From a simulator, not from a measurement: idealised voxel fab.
The name of this process module is voxel self aligned contacts.
Cross-sectional view cut (width: 260 nm; square cell size: 5 nm).
For the purposes of this document, a cross-section shall be understood as a grid of square cells, specified as bands listed in top-to-bottom order, each band consisting of one or more rows of cells.
The entry gives the band's vertical extent as a top height and a bottom height in nm, then its horizontal make-up as materials from left to right, each with a width in nm. "air" stands for empty space; a single material marked "edge to edge" fills the band edge to edge.
Basically, 0 is our baseline, since under it the wafer straight out of the box is all one material. The bottom band has no lower end and keeps on going down, so it looks like "0..down".
The two numbers in a width such as "30..40" mark its ends across the band: the first belongs to the top row of cells, the second to the bottom row, and from each row to the next the width moves by the same amount.
"identical to before" (step): cross-section cells unchanged, all of them.
"Catalogued sealed voids" enumerates empty spaces isolated from the top, with no open way to it, that contain at least 8 cells, giving each as width x height at distance from the left edge, all three in nm.
Note: text after step settings on the step line = simulator remark on that step.
If you see "overlay nm" on a step's line and that step has a mask, it's telling you how far right of where it was planned the mask ended up; a negative number means it went left instead.
## Planned process steps
1 RECEIVE (material Si)
2 CONFORMAL_DEP (material SiO2; thk nm 5)
3 DIRECTIONAL_DEP (material polySi; thk nm 30)
4 DIRECTIONAL_DEP (material SiN; thk nm 25)
5 MASKED_ETCH (tone cover; mask id GATE; width nm 25; pitch nm 60; etch materials SiN; depth nm 25; overlay nm 0)
6 MASKED_ETCH (tone cover; mask id GATE; width nm 25; pitch nm 60; etch materials polySi; depth nm 30; overlay nm 0)
7 CONFORMAL_DEP (material SiN; thk nm 10)
8 DIRECTIONAL_ETCH (etch materials SiN; depth nm 10)
9 FILL_DEP (material SiO2; thk nm 15)
10 CMP (height nm 65)
11 MASKED_ETCH (tone open; mask id CONTACT; width nm 45; pitch nm 60; etch materials SiO2; depth nm 65; overlay nm 0)
12 CONFORMAL_DEP (material TiN; thk nm 5)
13 FILL_DEP (material W; thk nm 5)
14 CMP (height nm 65)
15 CONFORMAL_DEP (material SiCN; thk nm 5)
## Wafer cross-section on receipt, i.e. after step 1
  0..down | Si edge to edge
  Catalogued sealed voids: none
## Here's the wafer cut in cross-section after the module, started and planned just like above, except one thing was done wrong in the run
  70..65 | SiCN edge to edge
  65..45 | SiO2 45 / SiN 45 / TiN 5 / W 5 / TiN 5 / SiN 45 / TiN 5 / W 5 / TiN 5 / SiN 45 / SiO2 50
  45..15 | SiO2 45 / SiN 10 / polySi 25 / SiN 10 / TiN 5 / W 5 / TiN 5 / SiN 10 / polySi 25 / SiN 10 / TiN 5 / W 5 / TiN 5 / SiN 10 / polySi 25 / SiN 10 / SiO2 50
  15..5 | SiO2 90 / TiN 5 / W 5 / TiN 5 / SiO2 45 / TiN 5 / W 5 / TiN 5 / SiO2 95
  5..0 | SiO2 90 / TiN 15 / SiO2 45 / TiN 15 / SiO2 95
  0..down | Si edge to edge
  Catalogued sealed voids: none
Heads up, the wafer didn't run the way we planned it: step 2 off recipe, ran as CONFORMAL_DEP (material SiO2; thk nm 15)
